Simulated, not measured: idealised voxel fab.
process module | voxel released beams
cross-section cut | 260 nm wide | cells 5 nm
Square cells in a grid make up a cross-section in this document, and the grid is given as bands, listed from the top down, each one or more rows of cells. The band entry comprises the height of the band's top followed by the height of its bottom, expressed in nm, and subsequently the band's materials from left to right, each stated together with its width in nm. Where a single material is marked with the word "edge to edge", that material fills the band from edge to edge. The word "air" represents empty space. Where do heights start? At 0: under that level the wafer as delivered is made of one material only. And the lowest band has no floor; it just carries on downward, as in "0 down". It should be noted that a width expressed as "30->40" varies in equal increments from row to row of cells within the band, taking the value of the first number at the top row and that of the second number at the bottom row. "no alterations made" after a step means that no cell of the cross-section changed. "Closed empty spaces" lists enclosed empty spaces (at least 8 cells, no open path upward to the top), each as width x height at distance from the left edge, in nm. Formally, on a step line, whatever follows the settings is a remark that the simulator itself makes on the step. A step line may carry the setting "overlay nm", which, for steps involving a mask, states the distance by which the mask lay to the right of its intended position; negative values denote displacement to the left.

[Planned step list for the process]
| 1 | RECEIVE, material Si |
| 2 | CONFORMAL_DEP, material Al2O3, thk nm 5 |
| 3 | DIRECTIONAL_DEP, material SiO2, thk nm 10 |
| 4 | PATTERN, tone open, mask id ANCHOR, material resist, width nm 35, thk nm 20, overlay nm 0 |
| 5 | DIRECTIONAL_ETCH, etch materials SiO2, depth nm 10 |
| 6 | STRIP, etch materials resist |
| 7 | CONFORMAL_DEP, material SiN, thk nm 10 |
| 8 | DIRECTIONAL_DEP, material aC, thk nm 15 |
| 9 | PATTERN, tone cover, mask id BEAM, material resist, width nm 90, thk nm 35, overlay nm 0 |
| 10 | DIRECTIONAL_ETCH, etch materials aC, depth nm 15 |
| 11 | STRIP, etch materials resist |
| 12 | DIRECTIONAL_ETCH, etch materials SiN, depth nm 10 |
| 13 | STRIP, etch materials aC |
| 14 | STRIP, etch materials SiO2 |

[So this is the incoming wafer in cross-section - it's already been through step 1]
* 0 down: Si edge to edge
* Closed empty spaces: none

[a wafer at the end: this start, this plan, one mistake]
* 25 to 15: air (80) | SiN (50) | air (130)
* 15 to 5: air (75) | SiN (10) | SiO2 (35) | SiN (50) | air (90)
* 5 to 0: Al2O3 edge to edge
* 0 down: Si edge to edge
* Closed empty spaces: none
Finding, execution versus plan: off-plan run, step 4, actual operation and settings PATTERN, tone cover, mask id ANCHOR, material resist, width nm 35, thk nm 20, overlay nm 0
